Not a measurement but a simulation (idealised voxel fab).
Process module in this document: voxel quadruple lines
The cross-section on display is named cut; it measures 280 nm wide, and its cells are 5 nm squares.
This document writes a cross-section as a grid whose cells are square, and gives it as bands, listed from the top down; one or more rows of cells form a band. Look at the band entry: it leads with the top's height and the bottom's height in nm. Then it lists the materials left to right, with a width in nm for each. The word "edge to edge" on a single material says that material fills the band edge to edge. The word "empty" is empty space. A quick word on heights: they are counted from 0, and under that level the wafer as it came to us is one material throughout. The lowest band is different from the rest in having no bottom; it simply continues downward, written as in "0 nm and below". Width spec "30 to 40" -> top row of cells at first value, bottom row at second value, equal per-row change in between. Step note "no alteration" = no cross-section cell changed. So "Encapsulated voids" is basically the list of trapped voids: any empty space of 8 cells or more that can't reach the top through an opening. They're written width x height at distance, the distance being from the left edge, and it's all nm. Whatever follows a step's settings on its line is a remark the simulator itself makes about that step. "overlay nm" on a masked step: distance the mask lay right of its planned place, negative for left.

The planned process steps are enumerated hereunder:
- 1: RECEIVE: material Si
- 2: CONFORMAL_DEP: material SiO2, thk nm 5
- 3: DIRECTIONAL_DEP: material W, thk nm 10
- 4: DIRECTIONAL_DEP: material polySi, thk nm 15
- 5: DIRECTIONAL_DEP: material aC, thk nm 25
- 6: PATTERN: tone cover, mask id MANDREL, material resist, width nm 30, thk nm 35, overlay nm 0
- 7: DIRECTIONAL_ETCH: etch materials aC, depth nm 25
- 8: STRIP: etch materials resist
- 9: CONFORMAL_DEP: material SiO2, thk nm 10
- 10: DIRECTIONAL_ETCH: etch materials SiO2, depth nm 10
- 11: STRIP: etch materials aC
- 12: DIRECTIONAL_ETCH: etch materials polySi, depth nm 15
- 13: STRIP: etch materials SiO2
- 14: CONFORMAL_DEP: material SiN, thk nm 10
- 15: DIRECTIONAL_ETCH: etch materials SiN, depth nm 10
- 16: STRIP: etch materials polySi
- 17: DIRECTIONAL_ETCH: etch materials W, depth nm 10
- 18: STRIP: etch materials SiN

As received, after step 1:
0 nm and below | Si edge to edge
Encapsulated voids: none

Cross-section: first of two wafers, module finished, run according to plan:
15 nm to 5 nm | empty: 105; W: 10; empty: 10; W: 10; empty: 10; W: 10; empty: 10; W: 10; empty: 105
5 nm to 0 nm | SiO2 edge to edge
0 nm and below | Si edge to edge
Encapsulated voids: none

The second wafer, shown in cross-section after the module: started the same way as the first and given the same plan, yet one mistake crept into how it was run:
15 nm to 5 nm | empty: 115; W: 10; empty: 10; W: 10; empty: 10; W: 10; empty: 115
5 nm to 0 nm | SiO2 edge to edge
0 nm and below | Si edge to edge
Encapsulated voids: none
Which mistake was made when the wafer was run? the process deviated at step 6: the operation and settings actually run there were PATTERN: tone open, mask id MANDREL, material resist, width nm 30, thk nm 35, overlay nm 0
Cell-count delta at end, second wafer over first, by material: -4 W
